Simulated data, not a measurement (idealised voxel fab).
The following process module bears the name voxel capacitor over wiring.
Cross-section cut: width 295 nm, square cells of 5 nm.
Think of the cross-section as a grid of square cells. We describe it in bands, top to bottom, and each band covers one or more rows of those cells.
What a band's entry tells you: where the top is and where the bottom is, as heights in nm, and after that what lies inside, material by material from left to right, each with its width in nm. Empty space is written as the word "blank", and a single material marked with the word "everywhere" occupies the band from edge to edge.
Basically, 0 is our baseline, since under it the wafer straight out of the box is all one material. The bottom band has no lower end and keeps on going down, so it looks like "0 -> down".
A two-number width, for instance "30 to 40", indicates that the width is equal to the first number in the top row of the band and to the second number in the bottom row, and that it changes by a constant amount per row of cells.
A step reported as "no modifications" is a step in which no cell of the cross-section changed.
Entry "Trapped voids". Content: empty spaces with no open connection to the top, size 8 cells or greater. Each: width x height at distance. Distance: from left edge. Unit: nm.
Post-settings text on a step line: simulator's own remark regarding the step.
On any step carrying a mask, the "overlay nm" setting, if present on the step's line, tells how far right of its planned place the mask lay; negative values point to the left.

-- Planned process steps
| 1 | RECEIVE, material Si |
| 2 | CONFORMAL_DEP, material SiO2, thk nm 15 |
| 3 | CONFORMAL_DEP, material SiCN, thk nm 5 |
| 4 | DIRECTIONAL_DEP, material lowk, thk nm 15 |
| 5 | DIRECTIONAL_DEP, material aC, thk nm 10 |
| 6 | PATTERN, tone open, mask id METAL_1, material resist, width nm 20, pitch nm 85, thk nm 30, overlay nm 0 |
| 7 | DIRECTIONAL_ETCH, etch materials aC, depth nm 10 |
| 8 | STRIP, etch materials resist |
| 9 | DIRECTIONAL_ETCH, etch materials lowk, depth nm 15 |
| 10 | DIRECTIONAL_ETCH, etch materials SiCN, depth nm 5 |
| 11 | STRIP, etch materials aC |
| 12 | CONFORMAL_DEP, material TiN, thk nm 5 |
| 13 | FILL_DEP, material Cu, thk nm 10 |
| 14 | CMP, height nm 35 |
| 15 | CONFORMAL_DEP, material SiCN, thk nm 5 |
| 16 | DIRECTIONAL_DEP, material SiO2, thk nm 20 |
| 17 | PATTERN, tone open, mask id PLUG_1, material resist, width nm 15, thk nm 20, overlay nm 0 |
| 18 | DIRECTIONAL_ETCH, etch materials SiO2, depth nm 20 |
| 19 | DIRECTIONAL_ETCH, etch materials SiCN, depth nm 5 |
| 20 | STRIP, etch materials resist |
| 21 | EPI, material Ru, thk nm 10 |
| 22 | EPI, material Ru, thk nm 10 |
| 23 | EPI, material Ru, thk nm 5 |
| 24 | DIRECTIONAL_DEP, material TiN, thk nm 5 |
| 25 | DIRECTIONAL_DEP, material HfO2, thk nm 5 |
| 26 | DIRECTIONAL_DEP, material TiN, thk nm 5 |
| 27 | DIRECTIONAL_DEP, material aC, thk nm 15 |
| 28 | PATTERN, tone cover, mask id UPPER_PLATE, material resist, width nm 70, thk nm 35, overlay nm 0 |
| 29 | DIRECTIONAL_ETCH, etch materials aC, depth nm 15 |
| 30 | STRIP, etch materials resist |
| 31 | DIRECTIONAL_ETCH, etch materials TiN, depth nm 5 |
| 32 | DIRECTIONAL_ETCH, etch materials HfO2, depth nm 5 |
| 33 | STRIP, etch materials aC |
| 34 | DIRECTIONAL_DEP, material aC, thk nm 15 |
| 35 | PATTERN, tone cover, mask id LOWER_PLATE, material resist, width nm 80, thk nm 35, overlay nm 0 |
| 36 | DIRECTIONAL_ETCH, etch materials aC, depth nm 15 |
| 37 | STRIP, etch materials resist |
| 38 | DIRECTIONAL_ETCH, etch materials TiN, depth nm 5 |
| 39 | STRIP, etch materials aC |
| 40 | FILL_DEP, material SiO2, thk nm 20 |
| 41 | CMP, height nm 90 |
| 42 | DIRECTIONAL_DEP, material aC, thk nm 15 |
| 43 | PATTERN, tone open, mask id PLUG_2, material resist, width nm 15, thk nm 35, overlay nm 0 |
| 44 | DIRECTIONAL_ETCH, etch materials aC, depth nm 15 |
| 45 | STRIP, etch materials resist |
| 46 | DIRECTIONAL_ETCH, etch materials SiO2, depth nm 15 |
| 47 | STRIP, etch materials aC |
| 48 | CONFORMAL_DEP, material TiN, thk nm 5 |
| 49 | FILL_DEP, material Cu, thk nm 10 |
| 50 | CMP, height nm 90 |
| 51 | CONFORMAL_DEP, material SiCN, thk nm 5 |

-- So this is the incoming wafer in cross-section - it's already been through step 1
0 -> down | Si everywhere
Trapped voids: none

-- Cross-sectional result after module completion. Note: starting condition and plan are unchanged from above; one processing mistake was made
95 -> 90 | SiCN everywhere
90 -> 80 | SiO2: 100 / TiN: 5 / Cu: 5 / TiN: 5 / SiO2: 180
80 -> 70 | SiO2: 100 / TiN: 15 to 70 / SiO2: 180 to 125
70 -> 65 | SiO2: 100 / HfO2: 70 / SiO2: 125
65 -> 60 | SiO2: 95 / TiN: 80 / SiO2: 120
60 -> 40 | SiO2: 100 / Ru: 15 / SiO2: 180
40 -> 35 | SiCN: 100 / Ru: 15 / SiCN: 180
35 -> 20 | lowk: 95 / TiN: 5 / Cu: 10 / TiN: 5 / lowk: 65 / TiN: 5 / Cu: 10 / TiN: 5 / lowk: 95
20 -> 15 | SiCN: 95 / TiN: 20 / SiCN: 65 / TiN: 20 / SiCN: 95
15 -> 0 | SiO2 everywhere
0 -> down | Si everywhere
Trapped voids: none
Heads up, the wafer didn't run the way we planned it: the process deviated at step 43: the operation and settings actually run there were PATTERN, tone open, mask id PLUG_2, material resist, width nm 15, thk nm 35, overlay nm -10
